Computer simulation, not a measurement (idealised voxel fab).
Process module under the name voxel ribs on slabs
We display cut, a cross-section 250 nm in width whose square cells are each 5 nm.
A cross-section is a grid of square cells, given in bands from the top down. A band is one or more rows of cells. It is stipulated that each band's entry specify, in nanometres, the height of the top of the band and then that of its bottom, followed by the materials of the band in left-to-right sequence, each together with its width in nanometres. A single material marked by the word "throughout" is understood to fill the band from edge to edge; the word "air" is understood to denote empty space. Height reference: 0 = level under which incoming wafer is all one material. Lowest band: no bottom, runs on downward, e.g. "0 down". Note: "30 to 40" means the width goes from the first number (top row of the band) to the second number (bottom row) in equal steps per row of cells. When a step is marked "no change occurred", none of the cells in the cross-section changed during that step. "Closed voids list": empty spaces of 8 cells or more with no open way to the top, each given as width x height at distance, distance from the left edge, all in nm. It should be noted that, on the line of a given step, the content following the step's settings is a remark produced by the simulator itself with respect to that step. The optional step-line setting "overlay nm" applies to steps with a mask and quantifies how far to the right of its planned location the mask lay, a negative value indicating leftward placement.
THESE ARE THE STEPS WE PLANNED FOR THE PROCESS
1: RECEIVE: material Si
2: DIRECTIONAL_DEP: material SiO2, thk nm 25
3: DIRECTIONAL_DEP: material SiN, thk nm 15
4: MASKED_ETCH: tone cover, mask id RIB, width nm 20, etch materials SiN, depth nm 10, overlay nm 0
5: MASKED_ETCH: tone cover, mask id SLAB, width nm 60, etch materials SiN, depth nm 5, overlay nm 0
6: FILL_DEP: material SiO2, thk nm 20
7: CMP: height nm 50
8: DIRECTIONAL_DEP: material TiN, thk nm 5
9: MASKED_ETCH: tone cover, mask id HEATER, width nm 30, etch materials TiN, depth nm 5, overlay nm 0
10: CONFORMAL_DEP: material SiO2, thk nm 5
CONCERNING THE FIRST OF TWO WAFERS, WHICH WAS RUN IN ACCORDANCE WITH THE PLAN
THIS IS THE CROSS-SECTION OF THE WAFER AS WE RECEIVED IT, I.E. AFTER STEP 1
- 0 down: Si throughout
- Closed voids list: none
UPON COMPLETION OF STEP 2, THE WAFER APPEARS IN CROSS-SECTION AS SHOWN
- 25 to 0: SiO2 throughout
- For the remainder of the cross-section, below 0, there is no change.
UPON COMPLETION OF STEP 3, THE WAFER APPEARS IN CROSS-SECTION AS SHOWN
- 40 to 25: SiN throughout
- For the remainder of the cross-section, below 25, there is no change.
UPON COMPLETION OF STEP 4, THE WAFER APPEARS IN CROSS-SECTION AS SHOWN
- 40 to 30: air=115 | SiN=20 | air=115
- For the remainder of the cross-section, below 30, there is no change.
UPON COMPLETION OF STEP 5, THE WAFER APPEARS IN CROSS-SECTION AS SHOWN
- 40 to 30: air=115 | SiN=20 | air=115
- 30 to 25: air=95 | SiN=60 | air=95
- For the remainder of the cross-section, below 25, there is no change.
UPON COMPLETION OF STEP 6, THE WAFER APPEARS IN CROSS-SECTION AS SHOWN
- 60 to 40: SiO2 throughout
- 40 to 30: SiO2=115 | SiN=20 | SiO2=115
- 30 to 25: SiO2=95 | SiN=60 | SiO2=95
- For the remainder of the cross-section, below 25, there is no change.
UPON COMPLETION OF STEP 7, THE WAFER APPEARS IN CROSS-SECTION AS SHOWN
- 50 to 40: SiO2 throughout
- For the remainder of the cross-section, below 40, there is no change.
UPON COMPLETION OF STEP 8, THE WAFER APPEARS IN CROSS-SECTION AS SHOWN
- 55 to 50: TiN throughout
- For the remainder of the cross-section, below 50, there is no change.
UPON COMPLETION OF STEP 9, THE WAFER APPEARS IN CROSS-SECTION AS SHOWN
- 55 to 50: air=110 | TiN=30 | air=110
- For the remainder of the cross-section, below 50, there is no change.
UPON COMPLETION OF STEP 10, THE WAFER APPEARS IN CROSS-SECTION AS SHOWN
- 60 to 55: air=105 | SiO2=40 | air=105
- 55 to 50: SiO2=110 | TiN=30 | SiO2=110
- For the remainder of the cross-section, below 50, there is no change.
SECOND OF TWO: SAME START, SAME PLAN, ONE RUN ERROR; STEPS UP TO AND INCLUDING 9 MATCH THE FIRST
CROSS-SECTION OF THE SECOND WAFER CORRESPONDING TO THE PLANNED CONCLUSION OF STEP 10
- 60 to 55: air=105 | SiN=40 | air=105
- 55 to 50: SiN=110 | TiN=30 | SiN=110
- For the remainder of the cross-section, below 50, there is no change.
Error vs. plan: rather than as planned, step 10 actually ran as CONFORMAL_DEP: material SiN, thk nm 5
Materials where the second wafer ends with more or fewer cells than the first: SiN: 52 more | SiO2: 52 fewer
